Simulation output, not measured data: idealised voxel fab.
Proc. module: voxel transistor to metal
The width of the displayed cross-section, cut, is 190 nm; its cells are square, with a size of 5 nm.
Notation: cross-section as square-cell grid; stated in bands, top first, going down; one or more cell rows per band.
Band: top height; bottom height; in nm. Then, left to right: material with width in nm, for each material. "throughout": a single material spanning edge to edge. "blank": empty space.
We count height from 0. Below that, the starting wafer is all one material. The lowest band never ends at the bottom but goes on down; see "0 and below" for how that is written.
Think of "30..40" as a width that walks from the first number to the second as you go down the band, top row to bottom row, taking equal-sized steps from row to row.
You'll sometimes find "remained the same" written for a step, and that's the way of saying that nowhere in the cross-section did a cell change during that step.
"Enclosed void listing": empty spaces of 8 cells or more with no open way to the top, each given as width x height at distance, distance from the left edge, all in nm.
Heads up: the bit after the settings on a step's line is the simulator's remark on that step.
overlay nm: right-of-plan distance of the mask on a masked step; negative values mean left-of-plan.
### Planned step list for the process
| 1 | RECEIVE | material Si |
| 2 | CONFORMAL_DEP | material SiO2 | thk nm 5 |
| 3 | CONFORMAL_DEP | material SiN | thk nm 15 |
| 4 | MASKED_ETCH | tone cover | mask id ACTIVE | width nm 115 | etch materials SiN | depth nm 15 | overlay nm 0 |
| 5 | MASKED_ETCH | tone cover | mask id ACTIVE | width nm 115 | etch materials SiO2 | depth nm 5 | overlay nm 0 |
| 6 | MASKED_ETCH | tone cover | mask id ACTIVE | width nm 115 | etch materials Si | depth nm 20 | overlay nm 0 |
| 7 | FILL_DEP | material SiO2 | thk nm 5 |
| 8 | CMP | height nm 20 |
| 9 | SELECTIVE_ETCH | etch materials SiO2 | depth nm 10 |
| 10 | STRIP | etch materials SiN |
| 11 | SELECTIVE_ETCH | etch materials SiO2 | depth nm 5 |
| 12 | OXIDIZE | depth nm 5 |
| 13 | DIRECTIONAL_DEP | material polySi | thk nm 30 |
| 14 | DIRECTIONAL_DEP | material SiCN | thk nm 15 |
| 15 | DIRECTIONAL_DEP | material aC | thk nm 10 |
| 16 | PATTERN | tone cover | mask id GATE | material resist | width nm 25 | thk nm 25 | overlay nm 0 |
| 17 | DIRECTIONAL_ETCH | etch materials aC | depth nm 10 |
| 18 | STRIP | etch materials resist |
| 19 | DIRECTIONAL_ETCH | etch materials SiCN | depth nm 25 |
| 20 | DIRECTIONAL_ETCH | etch materials polySi | depth nm 40 |
| 21 | STRIP | etch materials aC |
| 22 | CONFORMAL_DEP | material SiN | thk nm 5 |
| 23 | DIRECTIONAL_ETCH | etch materials SiN | depth nm 5 |
| 24 | DIRECTIONAL_ETCH | etch materials SiO2 | depth nm 5 |
| 25 | DIRECTIONAL_ETCH | etch materials Si | depth nm 5 |
| 26 | EPI | material nSi | thk nm 5 |
| 27 | FILL_DEP | material SiO2 | thk nm 5 |
| 28 | CMP | height nm 30 |
| 29 | STRIP | etch materials polySi |
| 30 | SELECTIVE_ETCH | etch materials SiO2 | depth nm 5 |
| 31 | CONFORMAL_DEP | material HfO2 | thk nm 5 |
| 32 | CONFORMAL_DEP | material TiN | thk nm 5 |
| 33 | FILL_DEP | material W | thk nm 5 |
| 34 | CMP | height nm 25 |
| 35 | DIRECTIONAL_DEP | material SiO2 | thk nm 10 |
| 36 | DIRECTIONAL_DEP | material aC | thk nm 15 |
| 37 | PATTERN | tone open | mask id CONTACT | material resist | width nm 20 | pitch nm 85 | thk nm 35 | overlay nm 0 |
| 38 | DIRECTIONAL_ETCH | etch materials aC | depth nm 15 |
| 39 | STRIP | etch materials resist |
| 40 | DIRECTIONAL_ETCH | etch materials SiO2 | depth nm 40 |
| 41 | STRIP | etch materials aC |
| 42 | CONFORMAL_DEP | material TiN | thk nm 5 |
| 43 | FILL_DEP | material W | thk nm 5 |
| 44 | CMP | height nm 35 |
| 45 | DIRECTIONAL_DEP | material TiN | thk nm 5 |
| 46 | DIRECTIONAL_DEP | material Ru | thk nm 25 |
| 47 | PATTERN | tone cover | mask id METAL_1 | material resist | width nm 20 | pitch nm 85 | thk nm 20 | overlay nm 0 |
| 48 | DIRECTIONAL_ETCH | etch materials Ru | depth nm 25 |
| 49 | DIRECTIONAL_ETCH | etch materials TiN | depth nm 5 |
| 50 | STRIP | etch materials resist |
| 51 | FILL_DEP | material lowk | thk nm 5 |
| 52 | CMP | height nm 65 |
| 53 | CONFORMAL_DEP | material SiCN | thk nm 5 |
| 54 | DIRECTIONAL_DEP | material SiO2 | thk nm 30 |
| 55 | DIRECTIONAL_DEP | material aC | thk nm 15 |
| 56 | PATTERN | tone open | mask id METAL_2 | material resist | width nm 20 | pitch nm 85 | thk nm 30 | overlay nm 0 |
| 57 | DIRECTIONAL_ETCH | etch materials aC | depth nm 15 |
| 58 | STRIP | etch materials resist |
| 59 | DIRECTIONAL_ETCH | etch materials SiO2 | depth nm 15 |
| 60 | STRIP | etch materials aC |
| 61 | DIRECTIONAL_DEP | material aC | thk nm 15 |
| 62 | PATTERN | tone open | mask id METAL_2_HOLES | material resist | width nm 15 | pitch nm 85 | thk nm 35 | overlay nm 0 |
| 63 | DIRECTIONAL_ETCH | etch materials aC | depth nm 15 |
| 64 | STRIP | etch materials resist |
| 65 | DIRECTIONAL_ETCH | etch materials SiO2 | depth nm 15 |
| 66 | DIRECTIONAL_ETCH | etch materials SiCN | depth nm 5 |
| 67 | STRIP | etch materials aC |
| 68 | CONFORMAL_DEP | material TiN | thk nm 5 |
| 69 | FILL_DEP | material Cu | thk nm 5 |
| 70 | CMP | height nm 100 |
| 71 | CONFORMAL_DEP | material SiCN | thk nm 5 |
### Here's what the wafer looked like in cross-section when it arrived - that's after step 1
  0 and below  Si throughout
  Enclosed void listing: none
### Cross-section taken at module completion on the first of two wafers; processed per the plan
  105 down to 100  SiCN throughout
  100 down to 90  SiO2: 40; TiN: 5; Cu: 10; TiN: 5; SiO2: 65; TiN: 5; Cu: 10; TiN: 5; SiO2: 45
  90 down to 85  SiO2: 40; TiN: 5; Cu: 5; TiN: 10; SiO2: 65; TiN: 5; Cu: 5; TiN: 10; SiO2: 45
  85 down to 70  SiO2: 40; TiN: 5; Cu: 5; TiN: 5; SiO2: 70; TiN: 5; Cu: 5; TiN: 5; SiO2: 50
  70 down to 65  SiCN: 40; TiN: 15; SiCN: 70; TiN: 15; SiCN: 50
  65 down to 40  lowk: 40; Ru: 20; lowk: 65; Ru: 20; lowk: 45
  40 down to 35  lowk: 40; TiN: 20; lowk: 65; TiN: 20; lowk: 45
  35 down to 25  SiO2: 40; TiN: 5; W: 10; TiN: 5; SiO2: 65; TiN: 5; W: 10; TiN: 5; SiO2: 45
  25 down to 5  SiO2: 40; TiN: 5; W: 10; TiN: 5; SiO2: 15; SiN: 5; HfO2: 5; TiN: 5; W: 5; TiN: 5; HfO2: 5; SiN: 5; SiO2: 15; TiN: 5; W: 10; TiN: 5; SiO2: 45
  5 down to 0  SiO2: 30; SiN: 5; SiO2: 5; TiN: 5; W: 10; TiN: 5; SiO2: 15; SiN: 5; HfO2: 5; TiN: 15; HfO2: 5; SiN: 5; SiO2: 15; TiN: 5; W: 10; TiN: 5; SiO2: 5; SiN: 5; SiO2: 35
  0 down to -5  SiO2: 40; TiN: 20; SiO2: 10; nSi: 5; HfO2: 35; nSi: 5; SiO2: 10; TiN: 20; SiO2: 45
  -5 down to -10  SiO2: 35; nSi: 40; Si: 35; nSi: 40; SiO2: 40
  -10 down to -20  SiO2: 35; Si: 115; SiO2: 40
  -20 and below  Si throughout
  Enclosed void listing: none
### Cross-section, wafer two of two, end of module: same start and plan as wafer one, one error in execution
  105 down to 100  SiCN throughout
  100 down to 90  SiO2: 40; TiN: 5; Cu: 10; TiN: 5; SiO2: 65; TiN: 5; Cu: 10; TiN: 5; SiO2: 45
  90 down to 85  SiO2: 40; TiN: 5; Cu: 5; TiN: 10; SiO2: 65; TiN: 5; Cu: 5; TiN: 10; SiO2: 45
  85 down to 70  SiO2: 40; TiN: 5; Cu: 5; TiN: 5; SiO2: 70; TiN: 5; Cu: 5; TiN: 5; SiO2: 50
  70 down to 65  SiCN: 40; TiN: 15; SiCN: 70; TiN: 15; SiCN: 50
  65 down to 40  lowk: 35; Ru: 30; lowk: 55; Ru: 30; lowk: 40
  40 down to 35  lowk: 35; TiN: 30; lowk: 55; TiN: 30; lowk: 40
  35 down to 25  SiO2: 40; TiN: 5; W: 10; TiN: 5; SiO2: 65; TiN: 5; W: 10; TiN: 5; SiO2: 45
  25 down to 5  SiO2: 40; TiN: 5; W: 10; TiN: 5; SiO2: 15; SiN: 5; HfO2: 5; TiN: 5; W: 5; TiN: 5; HfO2: 5; SiN: 5; SiO2: 15; TiN: 5; W: 10; TiN: 5; SiO2: 45
  5 down to 0  SiO2: 30; SiN: 5; SiO2: 5; TiN: 5; W: 10; TiN: 5; SiO2: 15; SiN: 5; HfO2: 5; TiN: 15; HfO2: 5; SiN: 5; SiO2: 15; TiN: 5; W: 10; TiN: 5; SiO2: 5; SiN: 5; SiO2: 35
  0 down to -5  SiO2: 40; TiN: 20; SiO2: 10; nSi: 5; HfO2: 35; nSi: 5; SiO2: 10; TiN: 20; SiO2: 45
  -5 down to -10  SiO2: 35; nSi: 40; Si: 35; nSi: 40; SiO2: 40
  -10 down to -20  SiO2: 35; Si: 115; SiO2: 40
  -20 and below  Si throughout
  Enclosed void listing: none
Misprocessing identified: off-plan run, step 47, actual operation and settings PATTERN | tone cover | mask id METAL_1 | material resist | width nm 30 | pitch nm 85 | thk nm 20 | overlay nm 0
Counted in cells at the end, the second wafer holds more or fewer of these materials than the first: Ru +20, TiN +4, lowk -24
